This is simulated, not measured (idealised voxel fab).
Process module under the name voxel self aligned vias
We display cut, a cross-section 145 nm in width whose square cells are each 5 nm.
Notation: cross-section as square-cell grid; stated in bands, top first, going down; one or more cell rows per band. Top height, bottom height, nm. Materials left to right, width each, nm. Single material + "everywhere" = fills band edge to edge. "air" = empty. Zero point of the height axis is 0; under it, received wafer = one material. Lowest band: continues down indefinitely, "0 nm and below". Think of "30..40" as a width that walks from the first number to the second as you go down the band, top row to bottom row, taking equal-sized steps from row to row. The designation "stayed the same", where it is given for a processing step, indicates that no cell of the cross-section was altered in the course of that step. Closed-off voids of 8+ cells (no open route to the top) go in "Cavities, sealed", written width x height at distance from the left edge, in nm. Past the settings on a step's line: simulator remark, on that step. Steps that use a mask can have "overlay nm" on their line. It says how far the mask sat to the right of where it was meant to be. Negative means to the left.
-- These are the steps we planned for the process
| 1 | RECEIVE, material Si |
| 2 | CONFORMAL_DEP, material SiO2, thk nm 10 |
| 3 | CONFORMAL_DEP, material SiCN, thk nm 5 |
| 4 | DIRECTIONAL_DEP, material SiO2, thk nm 20 |
| 5 | MASKED_ETCH, tone open, mask id LINES, width nm 20, pitch nm 45, etch materials SiO2, depth nm 20, overlay nm 0 |
| 6 | CONFORMAL_DEP, material TiN, thk nm 5 |
| 7 | FILL_DEP, material W, thk nm 5 |
| 8 | CMP, height nm 35 |
| 9 | SELECTIVE_ETCH, etch materials W Ru TiN, depth nm 10 |
| 10 | FILL_DEP, material SiN, thk nm 10 |
| 11 | CMP, height nm 35 |
| 12 | DIRECTIONAL_DEP, material SiO2, thk nm 15 |
| 13 | PATTERN, tone open, mask id VIAS, material resist, width nm 30, thk nm 20, overlay nm 0 |
| 14 | DIRECTIONAL_ETCH, etch materials SiO2, depth nm 15 |
| 15 | DIRECTIONAL_ETCH, etch materials SiN, depth nm 10 |
| 16 | STRIP, etch materials resist |
| 17 | CONFORMAL_DEP, material TiN, thk nm 5 |
| 18 | FILL_DEP, material W, thk nm 5 |
| 19 | CMP, height nm 50 |
| 20 | CONFORMAL_DEP, material SiCN, thk nm 5 |
-- Incoming wafer, cross-sectional view, post step 1
    0 nm and below: Si everywhere
    Cavities, sealed: none
-- Figure: cross-sectional view of the wafer upon completion of the module, processed from the initial state and according to the plan depicted above, with one error introduced during execution
    55 nm to 50 nm: SiCN everywhere
    50 nm to 35 nm: SiO2 35 nm / TiN 5 nm / W 20 nm / TiN 5 nm / SiO2 80 nm
    35 nm to 30 nm: SiO2 35 nm / TiN 5 nm / W 20 nm / TiN 5 nm / SiO2 20 nm / SiN 20 nm / SiO2 40 nm
    30 nm to 25 nm: SiO2 35 nm / TiN 30 nm / SiO2 20 nm / SiN 20 nm / SiO2 40 nm
    25 nm to 20 nm: SiO2 35 nm / TiN 10 nm / W 10 nm / TiN 10 nm / SiO2 20 nm / TiN 5 nm / W 10 nm / TiN 5 nm / SiO2 40 nm
    20 nm to 15 nm: SiO2 40 nm / TiN 20 nm / SiO2 25 nm / TiN 20 nm / SiO2 40 nm
    15 nm to 10 nm: SiCN everywhere
    10 nm to 0 nm: SiO2 everywhere
    0 nm and below: Si everywhere
    Cavities, sealed: none
The mistake made against the process plan was this: twice over, step 14 of the plan was run
